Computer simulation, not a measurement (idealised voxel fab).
process module | voxel self aligned contacts
cross-section cut | 210 nm wide | cells 5 nm
A cross-section is a grid of square cells, given in bands from the top down. A band is one or more rows of cells.
Each band's line starts with the height of the band's top and of its bottom, in nm. Then come its materials from left to right, each with its width in nm. One material with "throughout" fills the band from edge to edge. "air" is empty space.
Height 0 is the level under which the wafer as received is all one material. The lowest band goes on downwards, as in "0 down".
A width such as "30 to 40" changes by the same amount from each row of cells to the next, from the band's top row to its bottom row.
"no change" after a step means that no cell of the cross-section changed.
closed voids: empty space of 8 cells or more with no open way to the top, each as width x height at its distance from the left edge, in nm
after a step's settings: what the simulator itself notes on the step
overlay nm, on a step with a mask: how far to the right of its planned place the mask lay; to the left if negative
plan
1 op RECEIVE | material Si
2 op CONFORMAL_DEP | material SiO2 | thk nm 5
3 op DIRECTIONAL_DEP | material polySi | thk nm 20
4 op DIRECTIONAL_DEP | material SiN | thk nm 15
5 op DIRECTIONAL_DEP | material aC | thk nm 10
6 op PATTERN | tone cover | mask id GATE | material resist | width nm 25 | pitch nm 60 | thk nm 30 | overlay nm 0
7 op DIRECTIONAL_ETCH | etch materials aC | depth nm 10
8 op STRIP | etch materials resist
9 op DIRECTIONAL_ETCH | etch materials SiN | depth nm 15
10 op DIRECTIONAL_ETCH | etch materials polySi | depth nm 20
11 op STRIP | etch materials aC
12 op CONFORMAL_DEP | material SiN | thk nm 5
13 op DIRECTIONAL_ETCH | etch materials SiN | depth nm 5
14 op FILL_DEP | material SiO2 | thk nm 15
15 op CMP | height nm 50
16 op PATTERN | tone open | mask id CONTACT | material resist | width nm 35 | thk nm 20 | overlay nm 0
17 op DIRECTIONAL_ETCH | etch materials SiO2 | depth nm 50
18 op STRIP | etch materials resist
19 op CONFORMAL_DEP | material TiN | thk nm 5
20 op FILL_DEP | material W | thk nm 5
21 op CMP | height nm 50
22 op CONFORMAL_DEP | material SiN | thk nm 5
varied across the wafers: width nm of step 6. The plan shows the first wafer's value. All wafers start alike
first wafer as received, after step 1
  0 down: Si throughout
  closed voids: none
first wafer at the end, after step 22
  55 to 50: SiN throughout
  50 to 40: SiO2 85 | TiN 5 to 10 | W 25 to 15 | TiN 5 to 10 | SiO2 90
  40 to 25: SiO2 55 | SiN 35 | TiN 5 | W 15 | TiN 5 | SiN 35 | SiO2 60
  25 to 5: SiO2 55 | SiN 5 | polySi 25 | SiN 5 | TiN 5 | W 15 | TiN 5 | SiN 5 | polySi 25 | SiN 5 | SiO2 60
  5 to 0: SiO2 90 | TiN 25 | SiO2 95
  0 down: Si throughout
  closed voids: none
last wafer at the end
  55 to 50: SiN throughout
  50 to 45: SiO2 85 | TiN 5 | W 25 | TiN 5 | SiO2 90
  45 to 40: SiO2 85 | TiN 35 | SiO2 90
  40 to 25: SiO2 45 | SiN 55 | TiN 5 | SiN 55 | SiO2 50
  25 to 5: SiO2 45 | SiN 5 | polySi 45 | SiN 5 | TiN 5 | SiN 5 | polySi 45 | SiN 5 | SiO2 50
  5 to 0: SiO2 100 | TiN 5 | SiO2 105
  0 down: Si throughout
  closed voids: none
each wafer at the end: cells of each material gained (+) or lost (-) since it was received, then its closed voids
width nm 25 | +100 SiN | +268 SiO2 | +25 TiN | +29 W | +40 polySi | closed voids: none
width nm 30 | +106 SiN | +262 SiO2 | +25 TiN | +21 W | +48 polySi | closed voids: none
width nm 35 | +112 SiN | +256 SiO2 | +25 TiN | +13 W | +56 polySi | closed voids: none
width nm 40 | +118 SiN | +250 SiO2 | +25 TiN | +5 W | +64 polySi | closed voids: none
width nm 45 | +124 SiN | +244 SiO2 | +17 TiN | +5 W | +72 polySi | closed voids: none
